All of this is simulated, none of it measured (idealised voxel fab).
process module | voxel transistor to metal
cross-section cut | 150 nm wide | cells 5 nm
A cross-section is a grid of square cells, given in bands from the top down. A band is one or more rows of cells.
Each band's line starts with the height of the band's top and of its bottom, in nm. Then come its materials from left to right, each with its width in nm. One material with "throughout" fills the band from edge to edge. "air" is empty space.
Height 0 is the level under which the wafer as received is all one material. The lowest band goes on downwards, as in "0 down".
A width such as "30 to 40" changes by the same amount from each row of cells to the next, from the band's top row to its bottom row.
"no change" after a step means that no cell of the cross-section changed.
closed voids: empty space of 8 cells or more with no open way to the top, each as width x height at its distance from the left edge, in nm
after a step's settings: what the simulator itself notes on the step
overlay nm, on a step with a mask: how far to the right of its planned place the mask lay; to the left if negative
plan
1 op RECEIVE | material Si
2 op OXIDIZE | depth nm 5
3 op CONFORMAL_DEP | material SiN | thk nm 10
4 op MASKED_ETCH | tone cover | mask id ACTIVE | width nm 115 | etch materials SiN | depth nm 10 | overlay nm 0
5 op MASKED_ETCH | tone cover | mask id ACTIVE | width nm 115 | etch materials SiO2 | depth nm 5 | overlay nm 0
6 op MASKED_ETCH | tone cover | mask id ACTIVE | width nm 115 | etch materials Si | depth nm 25 | overlay nm 0
7 op OXIDIZE | depth nm 5
8 op FILL_DEP | material SiO2 | thk nm 10
9 op CMP | height nm 10
10 op SELECTIVE_ETCH | etch materials SiO2 | depth nm 5
11 op STRIP | etch materials SiN
12 op SELECTIVE_ETCH | etch materials SiO2 | depth nm 5
13 op OXIDIZE | depth nm 5
14 op DIRECTIONAL_DEP | material polySi | thk nm 30
15 op DIRECTIONAL_DEP | material SiCN | thk nm 15
16 op DIRECTIONAL_DEP | material aC | thk nm 15
17 op PATTERN | tone cover | mask id GATE | material resist | width nm 25 | thk nm 35 | overlay nm 0
18 op DIRECTIONAL_ETCH | etch materials aC | depth nm 15
19 op STRIP | etch materials resist
20 op DIRECTIONAL_ETCH | etch materials SiCN | depth nm 25
21 op DIRECTIONAL_ETCH | etch materials polySi | depth nm 40
22 op STRIP | etch materials aC
23 op CONFORMAL_DEP | material SiN | thk nm 5
24 op DIRECTIONAL_ETCH | etch materials SiN | depth nm 5
25 op DIRECTIONAL_ETCH | etch materials SiO2 | depth nm 5
26 op EPI | material nSi | thk nm 5
27 op FILL_DEP | material SiO2 | thk nm 10
28 op CMP | height nm 25
29 op STRIP | etch materials polySi
30 op SELECTIVE_ETCH | etch materials SiO2 | depth nm 5
31 op CONFORMAL_DEP | material HfO2 | thk nm 5
32 op CONFORMAL_DEP | material TiN | thk nm 5
33 op FILL_DEP | material W | thk nm 5
34 op CMP | height nm 20
35 op DIRECTIONAL_DEP | material SiO2 | thk nm 10
36 op DIRECTIONAL_DEP | material aC | thk nm 10
37 op PATTERN | tone open | mask id CONTACT | material resist | width nm 20 | pitch nm 85 | thk nm 25 | overlay nm 0
38 op DIRECTIONAL_ETCH | etch materials aC | depth nm 10
39 op STRIP | etch materials resist
40 op DIRECTIONAL_ETCH | etch materials SiO2 | depth nm 35
41 op STRIP | etch materials aC
42 op CONFORMAL_DEP | material TiN | thk nm 5
43 op FILL_DEP | material W | thk nm 10
44 op CMP | height nm 30
45 op DIRECTIONAL_DEP | material TiN | thk nm 5
46 op DIRECTIONAL_DEP | material W | thk nm 15
47 op DIRECTIONAL_DEP | material aC | thk nm 15
48 op PATTERN | tone cover | mask id METAL_1 | material resist | width nm 20 | pitch nm 85 | thk nm 30 | overlay nm 0
49 op DIRECTIONAL_ETCH | etch materials aC | depth nm 15
50 op STRIP | etch materials resist
51 op DIRECTIONAL_ETCH | etch materials W | depth nm 15
52 op DIRECTIONAL_ETCH | etch materials TiN | depth nm 5
53 op STRIP | etch materials aC
54 op CONFORMAL_DEP | material SiCN | thk nm 5
55 op FILL_DEP | material lowk | thk nm 10
56 op CMP | height nm 50
57 op CONFORMAL_DEP | material SiCN | thk nm 5
58 op DIRECTIONAL_DEP | material lowk | thk nm 35
59 op PATTERN | tone open | mask id METAL_2 | material resist | width nm 20 | pitch nm 85 | thk nm 20 | overlay nm 0
60 op DIRECTIONAL_ETCH | etch materials lowk | depth nm 20
61 op STRIP | etch materials resist
62 op DIRECTIONAL_DEP | material aC | thk nm 15
63 op PATTERN | tone open | mask id METAL_2_HOLES | material resist | width nm 15 | pitch nm 85 | thk nm 35 | overlay nm 0
64 op DIRECTIONAL_ETCH | etch materials aC | depth nm 15
65 op STRIP | etch materials resist
66 op DIRECTIONAL_ETCH | etch materials lowk | depth nm 15
67 op DIRECTIONAL_ETCH | etch materials SiCN | depth nm 5
68 op STRIP | etch materials aC
69 op CONFORMAL_DEP | material TiN | thk nm 5
70 op FILL_DEP | material Cu | thk nm 10
71 op CMP | height nm 90
72 op CONFORMAL_DEP | material SiCN | thk nm 5
first wafer, as planned
as received, after step 1
  0 down: Si throughout
  closed voids: none
after step 2
  0 to -5: SiO2 throughout
  below -5: unchanged
after step 3
  10 to 0: SiN throughout
  below 0: unchanged
after step 4
  10 to 0: air 15 | SiN 115 | air 20
  below 0: unchanged
after step 5
  10 to 0: air 15 | SiN 115 | air 20
  0 to -5: air 15 | SiO2 115 | air 20
  below -5: unchanged
after step 6
  10 to 0: air 15 | SiN 115 | air 20
  0 to -5: air 15 | SiO2 115 | air 20
  -5 to -30: air 15 | Si 115 | air 20
  below -30: unchanged
after step 7
  10 to 0: air 15 | SiN 115 | air 20
  0 to -5: air 15 | SiO2 115 | air 20
  -5 to -30: air 15 | SiO2 5 | Si 105 | SiO2 5 | air 20
  -30 to -35: SiO2 20 | Si 105 | SiO2 25
  below -35: unchanged
after step 8
  20 to 10: SiO2 throughout
  10 to 0: SiO2 15 | SiN 115 | SiO2 20
  0 to -5: SiO2 throughout
  -5 to -35: SiO2 20 | Si 105 | SiO2 25
  below -35: unchanged
after step 9
  10 to 0: SiO2 15 | SiN 115 | SiO2 20
  below 0: unchanged
after step 10
  10 to 5: air 15 | SiN 115 | air 20
  below 5: unchanged
after step 11
  5 to 0: SiO2 15 | air 115 | SiO2 20
  below 0: unchanged
after step 12
  0 to -5: SiO2 10 | air 125 | SiO2 15
  below -5: unchanged
after step 13
  0 to -5: SiO2 10 | air 125 | SiO2 15
  -5 to -10: SiO2 throughout
  below -10: unchanged
after step 14
  30 to 25: polySi 10 | air 125 | polySi 15
  25 to 0: polySi throughout
  0 to -5: SiO2 10 | polySi 125 | SiO2 15
  below -5: unchanged
after step 15
  45 to 40: SiCN 10 | air 125 | SiCN 15
  40 to 30: SiCN throughout
  30 to 25: polySi 10 | SiCN 125 | polySi 15
  below 25: unchanged
after step 16
  60 to 55: aC 10 | air 125 | aC 15
  55 to 45: aC throughout
  45 to 40: SiCN 10 | aC 125 | SiCN 15
  below 40: unchanged
after step 17
  95 to 60: air 60 | resist 25 | air 65
  60 to 55: aC 10 | air 50 | resist 25 | air 50 | aC 15
  below 55: unchanged
after step 18
  80 to 55: air 60 | resist 25 | air 65
  55 to 45: air 60 | aC 25 | air 65
  45 to 40: SiCN 10 | air 50 | aC 25 | air 50 | SiCN 15
  below 40: unchanged
after step 19
  55 to 45: air 60 | aC 25 | air 65
  below 45: unchanged
after step 20
  55 to 40: air 60 | aC 25 | air 65
  40 to 30: air 60 | SiCN 25 | air 65
  30 to 25: polySi 10 | air 50 | SiCN 25 | air 50 | polySi 15
  below 25: unchanged
after step 21
  55 to 40: air 60 | aC 25 | air 65
  40 to 25: air 60 | SiCN 25 | air 65
  25 to 0: air 60 | polySi 25 | air 65
  0 to -5: SiO2 10 | air 50 | polySi 25 | air 50 | SiO2 15
  below -5: unchanged
after step 22
  40 to 25: air 60 | SiCN 25 | air 65
  below 25: unchanged
after step 23
  45 to 40: air 55 | SiN 35 | air 60
  40 to 25: air 55 | SiN 5 | SiCN 25 | SiN 5 | air 60
  25 to 5: air 55 | SiN 5 | polySi 25 | SiN 5 | air 60
  5 to 0: SiN 15 | air 40 | SiN 5 | polySi 25 | SiN 5 | air 40 | SiN 20
  0 to -5: SiO2 10 | SiN 50 | polySi 25 | SiN 50 | SiO2 15
  below -5: unchanged
after step 24
  40 to 25: air 55 | SiN 5 | SiCN 25 | SiN 5 | air 60
  25 to 0: air 55 | SiN 5 | polySi 25 | SiN 5 | air 60
  0 to -5: SiO2 10 | SiN 5 | air 40 | SiN 5 | polySi 25 | SiN 5 | air 40 | SiN 5 | SiO2 15
  below -5: unchanged
after step 25
  40 to 25: air 55 | SiN 5 | SiCN 25 | SiN 5 | air 60
  25 to 0: air 55 | SiN 5 | polySi 25 | SiN 5 | air 60
  0 to -5: air 10 | SiN 5 | air 40 | SiN 5 | polySi 25 | SiN 5 | air 40 | SiN 5 | air 15
  -5 to -10: SiO2 15 | air 40 | SiO2 35 | air 40 | SiO2 20
  below -10: unchanged
after step 26
  40 to 25: air 55 | SiN 5 | SiCN 25 | SiN 5 | air 60
  25 to 0: air 55 | SiN 5 | polySi 25 | SiN 5 | air 60
  0 to -5: air 10 | SiN 5 | air 40 | SiN 5 | polySi 25 | SiN 5 | air 40 | SiN 5 | air 15
  -5 to -10: SiO2 15 | nSi 40 | SiO2 35 | nSi 40 | SiO2 20
  below -10: unchanged
after step 27
  50 to 40: SiO2 throughout
  40 to 25: SiO2 55 | SiN 5 | SiCN 25 | SiN 5 | SiO2 60
  25 to 0: SiO2 55 | SiN 5 | polySi 25 | SiN 5 | SiO2 60
  0 to -5: SiO2 10 | SiN 5 | SiO2 40 | SiN 5 | polySi 25 | SiN 5 | SiO2 40 | SiN 5 | SiO2 15
  below -5: unchanged
after step 28
  25 to 0: SiO2 55 | SiN 5 | polySi 25 | SiN 5 | SiO2 60
  below 0: unchanged
after step 29
  25 to 0: SiO2 55 | SiN 5 | air 25 | SiN 5 | SiO2 60
  0 to -5: SiO2 10 | SiN 5 | SiO2 40 | SiN 5 | air 25 | SiN 5 | SiO2 40 | SiN 5 | SiO2 15
  below -5: unchanged
after step 30
  25 to 20: air 55 | SiN 5 | air 25 | SiN 5 | air 60
  20 to 0: SiO2 55 | SiN 5 | air 25 | SiN 5 | SiO2 60
  0 to -5: SiO2 10 | SiN 5 | SiO2 40 | SiN 5 | air 25 | SiN 5 | SiO2 40 | SiN 5 | SiO2 15
  -5 to -10: SiO2 15 | nSi 40 | air 35 | nSi 40 | SiO2 20
  below -10: unchanged
after step 31
  30 to 25: air 50 | HfO2 15 | air 15 | HfO2 15 | air 55
  25 to 20: HfO2 55 | SiN 5 | HfO2 5 | air 15 | HfO2 5 | SiN 5 | HfO2 60
  20 to 0: SiO2 55 | SiN 5 | HfO2 5 | air 15 | HfO2 5 | SiN 5 | SiO2 60
  0 to -5: SiO2 10 | SiN 5 | SiO2 40 | SiN 5 | HfO2 5 | air 15 | HfO2 5 | SiN 5 | SiO2 40 | SiN 5 | SiO2 15
  -5 to -10: SiO2 15 | nSi 40 | HfO2 35 | nSi 40 | SiO2 20
  below -10: unchanged
after step 32
  35 to 30: air 45 | TiN 25 | air 5 | TiN 25 | air 50
  30 to 25: TiN 50 | HfO2 15 | TiN 5 | air 5 | TiN 5 | HfO2 15 | TiN 55
  25 to 20: HfO2 55 | SiN 5 | HfO2 5 | TiN 5 | air 5 | TiN 5 | HfO2 5 | SiN 5 | HfO2 60
  20 to 0: SiO2 55 | SiN 5 | HfO2 5 | TiN 5 | air 5 | TiN 5 | HfO2 5 | SiN 5 | SiO2 60
  0 to -5: SiO2 10 | SiN 5 | SiO2 40 | SiN 5 | HfO2 5 | TiN 15 | HfO2 5 | SiN 5 | SiO2 40 | SiN 5 | SiO2 15
  below -5: unchanged
after step 33
  40 to 35: W throughout
  35 to 30: W 45 | TiN 25 | W 5 | TiN 25 | W 50
  30 to 25: TiN 50 | HfO2 15 | TiN 5 | W 5 | TiN 5 | HfO2 15 | TiN 55
  25 to 20: HfO2 55 | SiN 5 | HfO2 5 | TiN 5 | W 5 | TiN 5 | HfO2 5 | SiN 5 | HfO2 60
  20 to 0: SiO2 55 | SiN 5 | HfO2 5 | TiN 5 | W 5 | TiN 5 | HfO2 5 | SiN 5 | SiO2 60
  below 0: unchanged
after step 34
  20 to 0: SiO2 55 | SiN 5 | HfO2 5 | TiN 5 | W 5 | TiN 5 | HfO2 5 | SiN 5 | SiO2 60
  below 0: unchanged
after step 35
  30 to 20: SiO2 throughout
  below 20: unchanged
after step 36
  40 to 30: aC throughout
  below 30: unchanged
after step 37
  65 to 40: resist 20 | air 20 | resist 65 | air 20 | resist 25
  below 40: unchanged
after step 38
  55 to 40: resist 20 | air 20 | resist 65 | air 20 | resist 25
  40 to 30: aC 20 | air 20 | aC 65 | air 20 | aC 25
  below 30: unchanged
after step 39
  40 to 30: aC 20 | air 20 | aC 65 | air 20 | aC 25
  below 30: unchanged
after step 40
  40 to 30: aC 20 | air 20 | aC 65 | air 20 | aC 25
  30 to 20: SiO2 20 | air 20 | SiO2 65 | air 20 | SiO2 25
  20 to 0: SiO2 20 | air 20 | SiO2 15 | SiN 5 | HfO2 5 | TiN 5 | W 5 | TiN 5 | HfO2 5 | SiN 5 | SiO2 15 | air 20 | SiO2 25
  0 to -5: SiO2 10 | SiN 5 | SiO2 5 | air 20 | SiO2 15 | SiN 5 | HfO2 5 | TiN 15 | HfO2 5 | SiN 5 | SiO2 15 | air 20 | SiO2 5 | SiN 5 | SiO2 15
  below -5: unchanged
after step 41
  30 to 20: SiO2 20 | air 20 | SiO2 65 | air 20 | SiO2 25
  below 20: unchanged
after step 42
  35 to 30: TiN 25 | air 10 | TiN 75 | air 10 | TiN 30
  30 to 20: SiO2 20 | TiN 5 | air 10 | TiN 5 | SiO2 65 | TiN 5 | air 10 | TiN 5 | SiO2 25
  20 to 0: SiO2 20 | TiN 5 | air 10 | TiN 5 | SiO2 15 | SiN 5 | HfO2 5 | TiN 5 | W 5 | TiN 5 | HfO2 5 | SiN 5 | SiO2 15 | TiN 5 | air 10 | TiN 5 | SiO2 25
  0 to -5: SiO2 10 | SiN 5 | SiO2 5 | TiN 20 | SiO2 15 | SiN 5 | HfO2 5 | TiN 15 | HfO2 5 | SiN 5 | SiO2 15 | TiN 20 | SiO2 5 | SiN 5 | SiO2 15
  below -5: unchanged
after step 43
  45 to 35: W throughout
  35 to 30: TiN 25 | W 10 | TiN 75 | W 10 | TiN 30
  30 to 20: SiO2 20 | TiN 5 | W 10 | TiN 5 | SiO2 65 | TiN 5 | W 10 | TiN 5 | SiO2 25
  20 to 0: SiO2 20 | TiN 5 | W 10 | TiN 5 | SiO2 15 | SiN 5 | HfO2 5 | TiN 5 | W 5 | TiN 5 | HfO2 5 | SiN 5 | SiO2 15 | TiN 5 | W 10 | TiN 5 | SiO2 25
  below 0: unchanged
after step 44
  30 to 20: SiO2 20 | TiN 5 | W 10 | TiN 5 | SiO2 65 | TiN 5 | W 10 | TiN 5 | SiO2 25
  below 20: unchanged
after step 45
  35 to 30: TiN throughout
  below 30: unchanged
after step 46
  50 to 35: W throughout
  below 35: unchanged
after step 47
  65 to 50: aC throughout
  below 50: unchanged
after step 48
  95 to 65: air 20 | resist 20 | air 65 | resist 20 | air 25
  below 65: unchanged
after step 49
  80 to 65: air 20 | resist 20 | air 65 | resist 20 | air 25
  65 to 50: air 20 | aC 20 | air 65 | aC 20 | air 25
  below 50: unchanged
after step 50
  65 to 50: air 20 | aC 20 | air 65 | aC 20 | air 25
  below 50: unchanged
after step 51
  65 to 50: air 20 | aC 20 | air 65 | aC 20 | air 25
  50 to 35: air 20 | W 20 | air 65 | W 20 | air 25
  below 35: unchanged
after step 52
  65 to 50: air 20 | aC 20 | air 65 | aC 20 | air 25
  50 to 35: air 20 | W 20 | air 65 | W 20 | air 25
  35 to 30: air 20 | TiN 20 | air 65 | TiN 20 | air 25
  below 30: unchanged
after step 53
  50 to 35: air 20 | W 20 | air 65 | W 20 | air 25
  below 35: unchanged
after step 54
  55 to 50: air 15 | SiCN 30 | air 55 | SiCN 30 | air 20
  50 to 35: air 15 | SiCN 5 | W 20 | SiCN 5 | air 55 | SiCN 5 | W 20 | SiCN 5 | air 20
  35 to 30: SiCN 20 | TiN 20 | SiCN 65 | TiN 20 | SiCN 25
  below 30: unchanged
after step 55
  65 to 55: lowk throughout
  55 to 50: lowk 15 | SiCN 30 | lowk 55 | SiCN 30 | lowk 20
  50 to 35: lowk 15 | SiCN 5 | W 20 | SiCN 5 | lowk 55 | SiCN 5 | W 20 | SiCN 5 | lowk 20
  below 35: unchanged
after step 56
  50 to 35: lowk 15 | SiCN 5 | W 20 | SiCN 5 | lowk 55 | SiCN 5 | W 20 | SiCN 5 | lowk 20
  below 35: unchanged
after step 57
  55 to 50: SiCN throughout
  below 50: unchanged
after step 58
  90 to 55: lowk throughout
  below 55: unchanged
after step 59
  110 to 90: resist 20 | air 20 | resist 65 | air 20 | resist 25
  below 90: unchanged
after step 60
  110 to 90: resist 20 | air 20 | resist 65 | air 20 | resist 25
  90 to 70: lowk 20 | air 20 | lowk 65 | air 20 | lowk 25
  below 70: unchanged
after step 61
  90 to 70: lowk 20 | air 20 | lowk 65 | air 20 | lowk 25
  below 70: unchanged
after step 62
  105 to 90: aC 20 | air 20 | aC 65 | air 20 | aC 25
  90 to 85: lowk 20 | air 20 | lowk 65 | air 20 | lowk 25
  85 to 70: lowk 20 | aC 20 | lowk 65 | aC 20 | lowk 25
  below 70: unchanged
after step 63
  140 to 105: resist 20 | air 15 | resist 70 | air 15 | resist 30
  105 to 90: aC 20 | air 15 | resist 5 | aC 65 | air 15 | resist 5 | aC 25
  90 to 85: lowk 20 | air 15 | resist 5 | lowk 65 | air 15 | resist 5 | lowk 25
  below 85: unchanged
after step 64
  125 to 105: resist 20 | air 15 | resist 70 | air 15 | resist 30
  105 to 90: aC 20 | air 15 | resist 5 | aC 65 | air 15 | resist 5 | aC 25
  90 to 85: lowk 20 | air 15 | resist 5 | lowk 65 | air 15 | resist 5 | lowk 25
  85 to 70: lowk 20 | air 15 | aC 5 | lowk 65 | air 15 | aC 5 | lowk 25
  below 70: unchanged
after step 65
  105 to 90: aC 20 | air 20 | aC 65 | air 20 | aC 25
  90 to 85: lowk 20 | air 20 | lowk 65 | air 20 | lowk 25
  below 85: unchanged
after step 66
  105 to 90: aC 20 | air 20 | aC 65 | air 20 | aC 25
  90 to 85: lowk 20 | air 20 | lowk 65 | air 20 | lowk 25
  85 to 70: lowk 20 | air 15 | aC 5 | lowk 65 | air 15 | aC 5 | lowk 25
  70 to 55: lowk 20 | air 15 | lowk 70 | air 15 | lowk 30
  below 55: unchanged
after step 67
  105 to 90: aC 20 | air 20 | aC 65 | air 20 | aC 25
  90 to 85: lowk 20 | air 20 | lowk 65 | air 20 | lowk 25
  85 to 70: lowk 20 | air 15 | aC 5 | lowk 65 | air 15 | aC 5 | lowk 25
  70 to 55: lowk 20 | air 15 | lowk 70 | air 15 | lowk 30
  55 to 50: SiCN 20 | air 15 | SiCN 70 | air 15 | SiCN 30
  below 50: unchanged
after step 68
  90 to 70: lowk 20 | air 20 | lowk 65 | air 20 | lowk 25
  below 70: unchanged
after step 69
  95 to 90: TiN 25 | air 10 | TiN 75 | air 10 | TiN 30
  90 to 75: lowk 20 | TiN 5 | air 10 | TiN 5 | lowk 65 | TiN 5 | air 10 | TiN 5 | lowk 25
  75 to 70: lowk 20 | TiN 5 | air 5 | TiN 10 | lowk 65 | TiN 5 | air 5 | TiN 10 | lowk 25
  70 to 55: lowk 20 | TiN 5 | air 5 | TiN 5 | lowk 70 | TiN 5 | air 5 | TiN 5 | lowk 30
  55 to 50: SiCN 20 | TiN 15 | SiCN 70 | TiN 15 | SiCN 30
  below 50: unchanged
after step 70
  105 to 95: Cu throughout
  95 to 90: TiN 25 | Cu 10 | TiN 75 | Cu 10 | TiN 30
  90 to 75: lowk 20 | TiN 5 | Cu 10 | TiN 5 | lowk 65 | TiN 5 | Cu 10 | TiN 5 | lowk 25
  75 to 70: lowk 20 | TiN 5 | Cu 5 | TiN 10 | lowk 65 | TiN 5 | Cu 5 | TiN 10 | lowk 25
  70 to 55: lowk 20 | TiN 5 | Cu 5 | TiN 5 | lowk 70 | TiN 5 | Cu 5 | TiN 5 | lowk 30
  below 55: unchanged
after step 71
  90 to 75: lowk 20 | TiN 5 | Cu 10 | TiN 5 | lowk 65 | TiN 5 | Cu 10 | TiN 5 | lowk 25
  below 75: unchanged
after step 72
  95 to 90: SiCN throughout
  below 90: unchanged
second wafer: like start, like plan, one mistake. Through step 43 it matches the first wafer
when step 44 should have ended
  35 to 30: TiN 25 | W 10 | TiN 75 | W 10 | TiN 30
  below 30: unchanged
when step 45 should have ended
  40 to 35: TiN throughout
  below 35: unchanged
when step 46 should have ended
  55 to 40: W throughout
  below 40: unchanged
when step 47 should have ended
  70 to 55: aC throughout
  below 55: unchanged
when step 48 should have ended
  100 to 70: air 20 | resist 20 | air 65 | resist 20 | air 25
  below 70: unchanged
when step 49 should have ended
  85 to 70: air 20 | resist 20 | air 65 | resist 20 | air 25
  70 to 55: air 20 | aC 20 | air 65 | aC 20 | air 25
  below 55: unchanged
when step 50 should have ended
  70 to 55: air 20 | aC 20 | air 65 | aC 20 | air 25
  below 55: unchanged
when step 51 should have ended
  70 to 55: air 20 | aC 20 | air 65 | aC 20 | air 25
  55 to 40: air 20 | W 20 | air 65 | W 20 | air 25
  below 40: unchanged
when step 52 should have ended
  70 to 55: air 20 | aC 20 | air 65 | aC 20 | air 25
  55 to 40: air 20 | W 20 | air 65 | W 20 | air 25
  40 to 35: air 20 | TiN 20 | air 65 | TiN 20 | air 25
  below 35: unchanged
when step 53 should have ended
  55 to 40: air 20 | W 20 | air 65 | W 20 | air 25
  below 40: unchanged
when step 54 should have ended
  60 to 55: air 15 | SiCN 30 | air 55 | SiCN 30 | air 20
  55 to 40: air 15 | SiCN 5 | W 20 | SiCN 5 | air 55 | SiCN 5 | W 20 | SiCN 5 | air 20
  40 to 35: SiCN 20 | TiN 20 | SiCN 65 | TiN 20 | SiCN 25
  below 35: unchanged
when step 55 should have ended
  70 to 60: lowk throughout
  60 to 55: lowk 15 | SiCN 30 | lowk 55 | SiCN 30 | lowk 20
  55 to 40: lowk 15 | SiCN 5 | W 20 | SiCN 5 | lowk 55 | SiCN 5 | W 20 | SiCN 5 | lowk 20
  below 40: unchanged
when step 56 should have ended
  50 to 40: lowk 15 | SiCN 5 | W 20 | SiCN 5 | lowk 55 | SiCN 5 | W 20 | SiCN 5 | lowk 20
  below 40: unchanged
when step 57 should have ended
  55 to 50: SiCN throughout
  below 50: unchanged
when step 58 should have ended
  90 to 55: lowk throughout
  below 55: unchanged
when step 59 should have ended
  110 to 90: resist 20 | air 20 | resist 65 | air 20 | resist 25
  below 90: unchanged
when step 60 should have ended
  110 to 90: resist 20 | air 20 | resist 65 | air 20 | resist 25
  90 to 70: lowk 20 | air 20 | lowk 65 | air 20 | lowk 25
  below 70: unchanged
when step 61 should have ended
  90 to 70: lowk 20 | air 20 | lowk 65 | air 20 | lowk 25
  below 70: unchanged
when step 62 should have ended
  105 to 90: aC 20 | air 20 | aC 65 | air 20 | aC 25
  90 to 85: lowk 20 | air 20 | lowk 65 | air 20 | lowk 25
  85 to 70: lowk 20 | aC 20 | lowk 65 | aC 20 | lowk 25
  below 70: unchanged
when step 63 should have ended
  140 to 105: resist 20 | air 15 | resist 70 | air 15 | resist 30
  105 to 90: aC 20 | air 15 | resist 5 | aC 65 | air 15 | resist 5 | aC 25
  90 to 85: lowk 20 | air 15 | resist 5 | lowk 65 | air 15 | resist 5 | lowk 25
  below 85: unchanged
when step 64 should have ended
  125 to 105: resist 20 | air 15 | resist 70 | air 15 | resist 30
  105 to 90: aC 20 | air 15 | resist 5 | aC 65 | air 15 | resist 5 | aC 25
  90 to 85: lowk 20 | air 15 | resist 5 | lowk 65 | air 15 | resist 5 | lowk 25
  85 to 70: lowk 20 | air 15 | aC 5 | lowk 65 | air 15 | aC 5 | lowk 25
  below 70: unchanged
when step 65 should have ended
  105 to 90: aC 20 | air 20 | aC 65 | air 20 | aC 25
  90 to 85: lowk 20 | air 20 | lowk 65 | air 20 | lowk 25
  below 85: unchanged
when step 66 should have ended
  105 to 90: aC 20 | air 20 | aC 65 | air 20 | aC 25
  90 to 85: lowk 20 | air 20 | lowk 65 | air 20 | lowk 25
  85 to 70: lowk 20 | air 15 | aC 5 | lowk 65 | air 15 | aC 5 | lowk 25
  70 to 55: lowk 20 | air 15 | lowk 70 | air 15 | lowk 30
  below 55: unchanged
when step 67 should have ended
  105 to 90: aC 20 | air 20 | aC 65 | air 20 | aC 25
  90 to 85: lowk 20 | air 20 | lowk 65 | air 20 | lowk 25
  85 to 70: lowk 20 | air 15 | aC 5 | lowk 65 | air 15 | aC 5 | lowk 25
  70 to 55: lowk 20 | air 15 | lowk 70 | air 15 | lowk 30
  55 to 50: SiCN 20 | air 15 | SiCN 70 | air 15 | SiCN 30
  below 50: unchanged
when step 68 should have ended
  90 to 70: lowk 20 | air 20 | lowk 65 | air 20 | lowk 25
  below 70: unchanged
when step 69 should have ended
  95 to 90: TiN 25 | air 10 | TiN 75 | air 10 | TiN 30
  90 to 75: lowk 20 | TiN 5 | air 10 | TiN 5 | lowk 65 | TiN 5 | air 10 | TiN 5 | lowk 25
  75 to 70: lowk 20 | TiN 5 | air 5 | TiN 10 | lowk 65 | TiN 5 | air 5 | TiN 10 | lowk 25
  70 to 55: lowk 20 | TiN 5 | air 5 | TiN 5 | lowk 70 | TiN 5 | air 5 | TiN 5 | lowk 30
  55 to 50: SiCN 20 | TiN 15 | SiCN 70 | TiN 15 | SiCN 30
  below 50: unchanged
when step 70 should have ended
  105 to 95: Cu throughout
  95 to 90: TiN 25 | Cu 10 | TiN 75 | Cu 10 | TiN 30
  90 to 75: lowk 20 | TiN 5 | Cu 10 | TiN 5 | lowk 65 | TiN 5 | Cu 10 | TiN 5 | lowk 25
  75 to 70: lowk 20 | TiN 5 | Cu 5 | TiN 10 | lowk 65 | TiN 5 | Cu 5 | TiN 10 | lowk 25
  70 to 55: lowk 20 | TiN 5 | Cu 5 | TiN 5 | lowk 70 | TiN 5 | Cu 5 | TiN 5 | lowk 30
  below 55: unchanged
when step 71 should have ended
  90 to 75: lowk 20 | TiN 5 | Cu 10 | TiN 5 | lowk 65 | TiN 5 | Cu 10 | TiN 5 | lowk 25
  below 75: unchanged
when step 72 should have ended
  95 to 90: SiCN throughout
  below 90: unchanged
what went wrong: step 44 ran as: op CMP | height nm 35
at the end the second wafer has, in cells: 4 fewer of SiCN | 26 more of TiN | 4 fewer of W | 18 fewer of lowk
